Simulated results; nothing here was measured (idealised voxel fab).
Title: Process Module voxel plated lines
Displayed cross-section: cut, width of 290 nm, square cells sized 5 nm.
A cross-section is a grid of square cells, given in bands from the top down. A band is one or more rows of cells. The entry gives the band's vertical extent as a top height and a bottom height in nm, then its horizontal make-up as materials from left to right, each with a width in nm. "air" stands for empty space; a single material marked "edge to edge" fills the band edge to edge. Beneath 0, the wafer as received is one material, and that level is where height counting begins. The lowest band goes on downward without a bottom; it is written like "0 and below". A width such as "30->40" changes by the same amount from each row of cells to the next, from the band's top row to its bottom row. "no change occurred" means the step left every cell of the cross-section as it was. Closed cavity list: empty space of 8 cells or more with no open way to the top, each as width x height at its distance from the left edge, in nm. Whatever follows a step's settings on its line is a remark the simulator itself makes about that step. The setting "overlay nm" may be written on the line of a step. When the step uses a mask, the value reports how far to the right of the planned place the mask lay, and a negative value reports that it lay to the left.
Below is the list of planned process steps:
| 1 | RECEIVE, material Si |
| 2 | CONFORMAL_DEP, material Al2O3, thk nm 10 |
| 3 | DIRECTIONAL_DEP, material TiN, thk nm 5 |
| 4 | PATTERN, tone open, mask id LINES, material resist, width nm 20, pitch nm 35, thk nm 35, overlay nm 0 |
| 5 | EPI, material Ru, thk nm 5 |
| 6 | EPI, material Ru, thk nm 5 |
| 7 | EPI, material Ru, thk nm 10 |
| 8 | STRIP, etch materials resist |
| 9 | DIRECTIONAL_ETCH, etch materials TiN, depth nm 5 |
| 10 | CONFORMAL_DEP, material SiCN, thk nm 5 |
Below: the first of two wafers, run as planned:
Cross-section: wafer on arrival = after step 1:
	0 and below: Si edge to edge
	Closed cavity list: none
Cross-section of the wafer subsequent to step 2:
	10 down to 0: Al2O3 edge to edge
	Beneath the level 0, the cross-section is identical to its previous state.
Cross-section of the wafer subsequent to step 3:
	15 down to 10: TiN edge to edge
	Beneath the level 10, the cross-section is identical to its previous state.
Cross-section of the wafer subsequent to step 4:
	50 down to 15: 80 resist; 20 air; 15 resist; 20 air; 15 resist; 20 air; 15 resist; 20 air; 85 resist
	Beneath the level 15, the cross-section is identical to its previous state.
Cross-section of the wafer subsequent to step 5:
	50 down to 20: 80 resist; 20 air; 15 resist; 20 air; 15 resist; 20 air; 15 resist; 20 air; 85 resist
	20 down to 15: 80 resist; 20 Ru; 15 resist; 20 Ru; 15 resist; 20 Ru; 15 resist; 20 Ru; 85 resist
	Beneath the level 15, the cross-section is identical to its previous state.
Cross-section of the wafer subsequent to step 6:
	50 down to 25: 80 resist; 20 air; 15 resist; 20 air; 15 resist; 20 air; 15 resist; 20 air; 85 resist
	25 down to 15: 80 resist; 20 Ru; 15 resist; 20 Ru; 15 resist; 20 Ru; 15 resist; 20 Ru; 85 resist
	Beneath the level 15, the cross-section is identical to its previous state.
Cross-section of the wafer subsequent to step 7:
	50 down to 35: 80 resist; 20 air; 15 resist; 20 air; 15 resist; 20 air; 15 resist; 20 air; 85 resist
	35 down to 15: 80 resist; 20 Ru; 15 resist; 20 Ru; 15 resist; 20 Ru; 15 resist; 20 Ru; 85 resist
	Beneath the level 15, the cross-section is identical to its previous state.
Cross-section of the wafer subsequent to step 8:
	35 down to 15: 80 air; 20 Ru; 15 air; 20 Ru; 15 air; 20 Ru; 15 air; 20 Ru; 85 air
	Beneath the level 15, the cross-section is identical to its previous state.
Cross-section of the wafer subsequent to step 9:
	35 down to 15: 80 air; 20 Ru; 15 air; 20 Ru; 15 air; 20 Ru; 15 air; 20 Ru; 85 air
	15 down to 10: 80 air; 20 TiN; 15 air; 20 TiN; 15 air; 20 TiN; 15 air; 20 TiN; 85 air
	Beneath the level 10, the cross-section is identical to its previous state.
Cross-section of the wafer subsequent to step 10:
	40 down to 35: 75 air; 30 SiCN; 5 air; 30 SiCN; 5 air; 30 SiCN; 5 air; 30 SiCN; 80 air
	35 down to 15: 75 air; 5 SiCN; 20 Ru; 5 SiCN; 5 air; 5 SiCN; 20 Ru; 5 SiCN; 5 air; 5 SiCN; 20 Ru; 5 SiCN; 5 air; 5 SiCN; 20 Ru; 5 SiCN; 80 air
	15 down to 10: 80 SiCN; 20 TiN; 15 SiCN; 20 TiN; 15 SiCN; 20 TiN; 15 SiCN; 20 TiN; 85 SiCN
	Beneath the level 10, the cross-section is identical to its previous state.
Now the other wafer: same start, same recipe, but we messed up one thing when running it. Up to and including step 6 it's the same as the first one:
What the second wafer looks like in cross-section when step 7 should have wrapped up:
	50 down to 45: 80 resist; 20 air; 15 resist; 20 air; 15 resist; 20 air; 15 resist; 20 air; 85 resist
	45 down to 15: 80 resist; 20 Ru; 15 resist; 20 Ru; 15 resist; 20 Ru; 15 resist; 20 Ru; 85 resist
	Beneath the level 15, the cross-section is identical to its previous state.
What the second wafer looks like in cross-section when step 8 should have wrapped up:
	45 down to 15: 80 air; 20 Ru; 15 air; 20 Ru; 15 air; 20 Ru; 15 air; 20 Ru; 85 air
	Beneath the level 15, the cross-section is identical to its previous state.
What the second wafer looks like in cross-section when step 9 should have wrapped up:
	45 down to 15: 80 air; 20 Ru; 15 air; 20 Ru; 15 air; 20 Ru; 15 air; 20 Ru; 85 air
	15 down to 10: 80 air; 20 TiN; 15 air; 20 TiN; 15 air; 20 TiN; 15 air; 20 TiN; 85 air
	Beneath the level 10, the cross-section is identical to its previous state.
What the second wafer looks like in cross-section when step 10 should have wrapped up:
	50 down to 45: 75 air; 30 SiCN; 5 air; 30 SiCN; 5 air; 30 SiCN; 5 air; 30 SiCN; 80 air
	45 down to 15: 75 air; 5 SiCN; 20 Ru; 5 SiCN; 5 air; 5 SiCN; 20 Ru; 5 SiCN; 5 air; 5 SiCN; 20 Ru; 5 SiCN; 5 air; 5 SiCN; 20 Ru; 5 SiCN; 80 air
	15 down to 10: 80 SiCN; 20 TiN; 15 SiCN; 20 TiN; 15 SiCN; 20 TiN; 15 SiCN; 20 TiN; 85 SiCN
	Beneath the level 10, the cross-section is identical to its previous state.
Which mistake was made when the wafer was run? the plan had its step 7 run twice
Upon completion, the second wafer contains, in terms of cells, a greater or smaller amount of certain materials than the first wafer: Ru: 32 more; SiCN: 16 more
